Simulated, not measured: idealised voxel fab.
voxel self aligned vias: a process module
The width of the displayed cross-section, cut, is 215 nm; its cells are square, with a size of 5 nm.
Cross-section spec: square-cell grid; bands listed top down; each band is one or more rows.
Quick guide to a band line: top height, bottom height (nm) up front; then every material left to right with its width in nm. Only one material and it's marked "everywhere"? Then it fills the band edge to edge. And "empty" just means empty space.
It should be noted that heights are counted from 0, beneath which the wafer as supplied is of one material throughout, and that the lowest band possesses no lower boundary but continues downward, as written in "0 -> down".
It should be noted that a width expressed as "30->40" varies in equal increments from row to row of cells within the band, taking the value of the first number at the top row and that of the second number at the bottom row.
A step reported as "no modification" is a step in which no cell of the cross-section changed.
Entry "Unvented internal voids". Content: empty spaces with no open connection to the top, size 8 cells or greater. Each: width x height at distance. Distance: from left edge. Unit: nm.
Whatever follows a step's settings on its line is a remark the simulator itself makes about that step.
"overlay nm" denotes, for a step that has a mask, the displacement of the mask to the right of its planned place, with negative values corresponding to the left.
**Set out below are the planned steps of the process**
1 RECEIVE | material Si
2 CONFORMAL_DEP | material SiO2 | thk nm 10
3 CONFORMAL_DEP | material SiCN | thk nm 5
4 DIRECTIONAL_DEP | material lowk | thk nm 30
5 MASKED_ETCH | tone open | mask id LINES | width nm 25 | pitch nm 50 | etch materials lowk | depth nm 30 | overlay nm 0
6 CONFORMAL_DEP | material TiN | thk nm 5
7 FILL_DEP | material Ru | thk nm 5
8 CMP | height nm 45
9 SELECTIVE_ETCH | etch materials W Ru TiN | depth nm 5
10 FILL_DEP | material SiN | thk nm 10
11 CMP | height nm 45
12 DIRECTIONAL_DEP | material lowk | thk nm 15
13 PATTERN | tone open | mask id VIAS | material resist | width nm 35 | thk nm 15 | overlay nm 0
14 DIRECTIONAL_ETCH | etch materials lowk | depth nm 15
15 DIRECTIONAL_ETCH | etch materials SiN | depth nm 5
16 STRIP | etch materials resist
17 CONFORMAL_DEP | material TiN | thk nm 5
18 FILL_DEP | material Cu | thk nm 10
19 CMP | height nm 60
20 CONFORMAL_DEP | material SiCN | thk nm 5
**First wafer of two (run as planned)**
**Cross-section of the wafer at receipt, which is the condition after step 1**
	0 -> down: Si everywhere
	Unvented internal voids: none
**Cross-sectional representation of the wafer at the conclusion of step 2**
	10 -> 0: SiO2 everywhere
	below 0: unchanged
**Cross-sectional representation of the wafer at the conclusion of step 3**
	15 -> 10: SiCN everywhere
	below 10: unchanged
**Cross-sectional representation of the wafer at the conclusion of step 4**
	45 -> 15: lowk everywhere
	below 15: unchanged
**Cross-sectional representation of the wafer at the conclusion of step 5**
	45 -> 15: 70 of lowk; 25 of empty; 25 of lowk; 25 of empty; 70 of lowk
	below 15: unchanged
**Cross-sectional representation of the wafer at the conclusion of step 6**
	50 -> 45: 75 of TiN; 15 of empty; 35 of TiN; 15 of empty; 75 of TiN
	45 -> 20: 70 of lowk; 5 of TiN; 15 of empty; 5 of TiN; 25 of lowk; 5 of TiN; 15 of empty; 5 of TiN; 70 of lowk
	20 -> 15: 70 of lowk; 25 of TiN; 25 of lowk; 25 of TiN; 70 of lowk
	below 15: unchanged
**Cross-sectional representation of the wafer at the conclusion of step 7**
	55 -> 50: Ru everywhere
	50 -> 45: 75 of TiN; 15 of Ru; 35 of TiN; 15 of Ru; 75 of TiN
	45 -> 20: 70 of lowk; 5 of TiN; 15 of Ru; 5 of TiN; 25 of lowk; 5 of TiN; 15 of Ru; 5 of TiN; 70 of lowk
	below 20: unchanged
**Cross-sectional representation of the wafer at the conclusion of step 8**
	45 -> 20: 70 of lowk; 5 of TiN; 15 of Ru; 5 of TiN; 25 of lowk; 5 of TiN; 15 of Ru; 5 of TiN; 70 of lowk
	below 20: unchanged
**Cross-sectional representation of the wafer at the conclusion of step 9**
	45 -> 40: 70 of lowk; 25 of empty; 25 of lowk; 25 of empty; 70 of lowk
	below 40: unchanged
**Cross-sectional representation of the wafer at the conclusion of step 10**
	55 -> 45: SiN everywhere
	45 -> 40: 70 of lowk; 25 of SiN; 25 of lowk; 25 of SiN; 70 of lowk
	below 40: unchanged
**Cross-sectional representation of the wafer at the conclusion of step 11**
	45 -> 40: 70 of lowk; 25 of SiN; 25 of lowk; 25 of SiN; 70 of lowk
	below 40: unchanged
**Cross-sectional representation of the wafer at the conclusion of step 12**
	60 -> 45: lowk everywhere
	below 45: unchanged
**Cross-sectional representation of the wafer at the conclusion of step 13**
	75 -> 60: 65 of resist; 35 of empty; 115 of resist
	below 60: unchanged
**Cross-sectional representation of the wafer at the conclusion of step 14**
	75 -> 60: 65 of resist; 35 of empty; 115 of resist
	60 -> 45: 65 of lowk; 35 of empty; 115 of lowk
	below 45: unchanged
**Cross-sectional representation of the wafer at the conclusion of step 15**
	75 -> 60: 65 of resist; 35 of empty; 115 of resist
	60 -> 45: 65 of lowk; 35 of empty; 115 of lowk
	45 -> 40: 70 of lowk; 25 of empty; 25 of lowk; 25 of SiN; 70 of lowk
	below 40: unchanged
**Cross-sectional representation of the wafer at the conclusion of step 16**
	60 -> 45: 65 of lowk; 35 of empty; 115 of lowk
	below 45: unchanged
**Cross-sectional representation of the wafer at the conclusion of step 17**
	65 -> 60: 70 of TiN; 25 of empty; 120 of TiN
	60 -> 50: 65 of lowk; 5 of TiN; 25 of empty; 5 of TiN; 115 of lowk
	50 -> 45: 65 of lowk; 10 of TiN; 15 of empty; 10 of TiN; 115 of lowk
	45 -> 40: 70 of lowk; 25 of TiN; 25 of lowk; 25 of SiN; 70 of lowk
	below 40: unchanged
**Cross-sectional representation of the wafer at the conclusion of step 18**
	75 -> 65: Cu everywhere
	65 -> 60: 70 of TiN; 25 of Cu; 120 of TiN
	60 -> 50: 65 of lowk; 5 of TiN; 25 of Cu; 5 of TiN; 115 of lowk
	50 -> 45: 65 of lowk; 10 of TiN; 15 of Cu; 10 of TiN; 115 of lowk
	below 45: unchanged
**Cross-sectional representation of the wafer at the conclusion of step 19**
	60 -> 50: 65 of lowk; 5 of TiN; 25 of Cu; 5 of TiN; 115 of lowk
	below 50: unchanged
**Cross-sectional representation of the wafer at the conclusion of step 20**
	65 -> 60: SiCN everywhere
	below 60: unchanged
**Second wafer - shared start and plan with the first - one error in running - same as the first up to step 16 inclusive**
**Cross-section, second wafer, at the end time the plan gives for step 17**
	65 -> 60: 70 of W; 25 of empty; 120 of W
	60 -> 50: 65 of lowk; 5 of W; 25 of empty; 5 of W; 115 of lowk
	50 -> 45: 65 of lowk; 10 of W; 15 of empty; 10 of W; 115 of lowk
	45 -> 40: 70 of lowk; 25 of W; 25 of lowk; 25 of SiN; 70 of lowk
	below 40: unchanged
**Cross-section, second wafer, at the end time the plan gives for step 18**
	75 -> 65: Cu everywhere
	65 -> 60: 70 of W; 25 of Cu; 120 of W
	60 -> 50: 65 of lowk; 5 of W; 25 of Cu; 5 of W; 115 of lowk
	50 -> 45: 65 of lowk; 10 of W; 15 of Cu; 10 of W; 115 of lowk
	below 45: unchanged
**Cross-section, second wafer, at the end time the plan gives for step 19**
	60 -> 50: 65 of lowk; 5 of W; 25 of Cu; 5 of W; 115 of lowk
	below 50: unchanged
**Cross-section, second wafer, at the end time the plan gives for step 20**
	65 -> 60: SiCN everywhere
	below 60: unchanged
In executing the process, a mistake was made relative to the plan: step 17 was run on a setting that differed from the plan, and what really ran there is CONFORMAL_DEP | material W | thk nm 5
It is noted that, at the conclusion of processing, the second wafer exhibits a higher or lower cell count for certain materials relative to the first: -13 TiN, +13 W
